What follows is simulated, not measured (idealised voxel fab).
You're looking at the process module voxel released beams.
The cross-section on display is named cut; it measures 285 nm wide, and its cells are 5 nm squares.
A cross-section in this document is a grid of square cells, and it is written down as bands, the top band listed before the ones below it; a band is made up of one or more rows of cells.
Quick guide to a band line: top height, bottom height (nm) up front; then every material left to right with its width in nm. Only one material and it's marked "everywhere"? Then it fills the band edge to edge. And "air" just means empty space.
Heads up on the height convention: 0 is the point under which the incoming wafer is all one material, and the lowest band has no bottom, it just keeps going down, like "0 and below".
The width entry "30 to 40" should be interpreted row by row: the top row of cells in the band takes the first number, the bottom row takes the second number, and the change between adjacent rows is uniform throughout.
"nothing got changed", as given for a step, is the statement that not any cell of the cross-section underwent a change during that step.
Closed empty spaces (no open way to the top) of 8 cells or more are what "Sealed-off cavities" lists, each as width x height at distance from the left edge, nm for all three.
Whatever follows a step's settings on its line is a remark the simulator itself makes about that step.
"overlay nm", when on a step's line for a step with a mask, measures how far to the right of its planned place the mask lay; a negative measure means to the left.

**Steps in the process plan**
1,RECEIVE,material Si
2,CONFORMAL_DEP,material SiN,thk nm 5
3,DIRECTIONAL_DEP,material SiO2,thk nm 20
4,MASKED_ETCH,tone open,mask id ANCHOR,width nm 35,etch materials SiO2,depth nm 20,overlay nm 0
5,CONFORMAL_DEP,material polySi,thk nm 15
6,DIRECTIONAL_DEP,material aC,thk nm 10
7,PATTERN,tone cover,mask id BEAM,material resist,width nm 95,thk nm 30,overlay nm 0
8,DIRECTIONAL_ETCH,etch materials aC,depth nm 10
9,STRIP,etch materials resist
10,DIRECTIONAL_ETCH,etch materials polySi,depth nm 15
11,STRIP,etch materials aC
12,STRIP,etch materials SiO2
Keep in mind the plan's value for the width nm of step 4 comes from the first wafer; the wafers don't share that setting, but they do share the same starting point.

**Sectional view: first of several wafers, as received, after step 1**
0 and below | Si everywhere
Sealed-off cavities: none

**Wafer cross-section (first of several) - module end, post step 12 (last step)**
40 down to 25 | air 90 / polySi 25 / air 5 / polySi 65 / air 100
25 down to 20 | air 100 / polySi 15 / air 5 / polySi 15 / air 150
20 down to 5 | air 100 / polySi 35 / air 150
5 down to 0 | SiN everywhere
0 and below | Si everywhere
Sealed-off cavities: none

**At the end of the module, the last of several wafers in cross-section**
40 down to 25 | air 90 / polySi 15 / air 30 / polySi 50 / air 100
25 down to 20 | air 90 / polySi 15 / air 30 / polySi 15 / air 135
20 down to 5 | air 90 / polySi 60 / air 135
5 down to 0 | SiN everywhere
0 and below | Si everywhere
Sealed-off cavities: none

**Quick key for the table: a row per wafer, taken at the end of the module. For each material it tells you how many cells the wafer gained (+) or lost (-) since it came in, and the closed voids come after**
width nm 35, +57 SiN, +81 polySi, Sealed-off cavities: none
width nm 40, +57 SiN, +81 polySi, Sealed-off cavities: none
width nm 45, +57 SiN, +81 polySi, Sealed-off cavities: none
width nm 50, +57 SiN, +81 polySi, Sealed-off cavities: none
width nm 55, +57 SiN, +81 polySi, Sealed-off cavities: none
width nm 60, +57 SiN, +81 polySi, Sealed-off cavities: none
